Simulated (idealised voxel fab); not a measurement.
process module | voxel self aligned contacts
165 nm wide, 5 nm square cells: that's cross-section cut.
In what follows, cross-sections appear as grids of square cells, described through bands that run from the top down, where every band is one or more rows of cells. Band entry format. Leading values: height of top, height of bottom, nm. Remainder: materials in left-to-right order, each with its width in nm. Special words: "throughout" on a single material, which then fills the band edge to edge; "empty", empty space. Below 0: as-received wafer, all one material; heights counted from there. Lowest band: no bottom, goes on down, written "from 0 down". The width entry "30..40" should be interpreted row by row: the top row of cells in the band takes the first number, the bottom row takes the second number, and the change between adjacent rows is uniform throughout. "remained unchanged" -> step changed no cross-section cell. Closed-off voids of 8+ cells (no open route to the top) go in "Closed void listing", written width x height at distance from the left edge, in nm. after a step's settings: what the simulator itself notes on the step. On any step carrying a mask, the "overlay nm" setting, if present on the step's line, tells how far right of its planned place the mask lay; negative values point to the left.

PLANNED PROCESS STEPS
step 1: RECEIVE with material Si
step 2: CONFORMAL_DEP with material SiO2, thk nm 5
step 3: DIRECTIONAL_DEP with material polySi, thk nm 20
step 4: DIRECTIONAL_DEP with material SiN, thk nm 20
step 5: DIRECTIONAL_DEP with material aC, thk nm 15
step 6: PATTERN with tone cover, mask id GATE, material resist, width nm 30, pitch nm 75, thk nm 35, overlay nm 0
step 7: DIRECTIONAL_ETCH with etch materials aC, depth nm 15
step 8: STRIP with etch materials resist
step 9: DIRECTIONAL_ETCH with etch materials SiN, depth nm 20
step 10: DIRECTIONAL_ETCH with etch materials polySi, depth nm 20
step 11: STRIP with etch materials aC
step 12: CONFORMAL_DEP with material SiN, thk nm 10
step 13: DIRECTIONAL_ETCH with etch materials SiN, depth nm 10
step 14: FILL_DEP with material SiO2, thk nm 15
step 15: CMP with height nm 55
step 16: DIRECTIONAL_DEP with material aC, thk nm 10
step 17: PATTERN with tone open, mask id CONTACT, material resist, width nm 45, thk nm 30, overlay nm 0
step 18: DIRECTIONAL_ETCH with etch materials aC, depth nm 10
step 19: STRIP with etch materials resist
step 20: DIRECTIONAL_ETCH with etch materials SiO2, depth nm 55
step 21: STRIP with etch materials aC
step 22: CONFORMAL_DEP with material TiN, thk nm 5
step 23: FILL_DEP with material Ru, thk nm 10
step 24: CMP with height nm 55
step 25: CONFORMAL_DEP with material SiCN, thk nm 5
Variable across wafers: step 17 width nm (plan value is that of the first wafer; starting state common to all).

CROSS-SECTION OF THE FIRST OF SEVERAL WAFERS AS RECEIVED (AFTER STEP 1)
    from 0 down | Si throughout
    Closed void listing: none

WHERE EACH WAFER STANDS AT THE END OF THE MODULE, A ROW APIECE: CELLS OF EACH MATERIAL GAINED (+) OR LOST (-) SINCE IT WAS RECEIVED, THEN CLOSED VOIDS
width nm 45 | +34 Ru | +33 SiCN | +112 SiN | +140 SiO2 | +29 TiN | +48 polySi | Closed void listing: none
width nm 50 | +35 Ru | +33 SiCN | +112 SiN | +138 SiO2 | +30 TiN | +48 polySi | Closed void listing: none
width nm 55 | +36 Ru | +33 SiCN | +112 SiN | +136 SiO2 | +31 TiN | +48 polySi | Closed void listing: none
width nm 60 | +37 Ru | +33 SiCN | +112 SiN | +134 SiO2 | +32 TiN | +48 polySi | Closed void listing: none
width nm 65 | +38 Ru | +33 SiCN | +112 SiN | +132 SiO2 | +33 TiN | +48 polySi | Closed void listing: none
width nm 70 | +39 Ru | +33 SiCN | +112 SiN | +130 SiO2 | +34 TiN | +48 polySi | Closed void listing: none
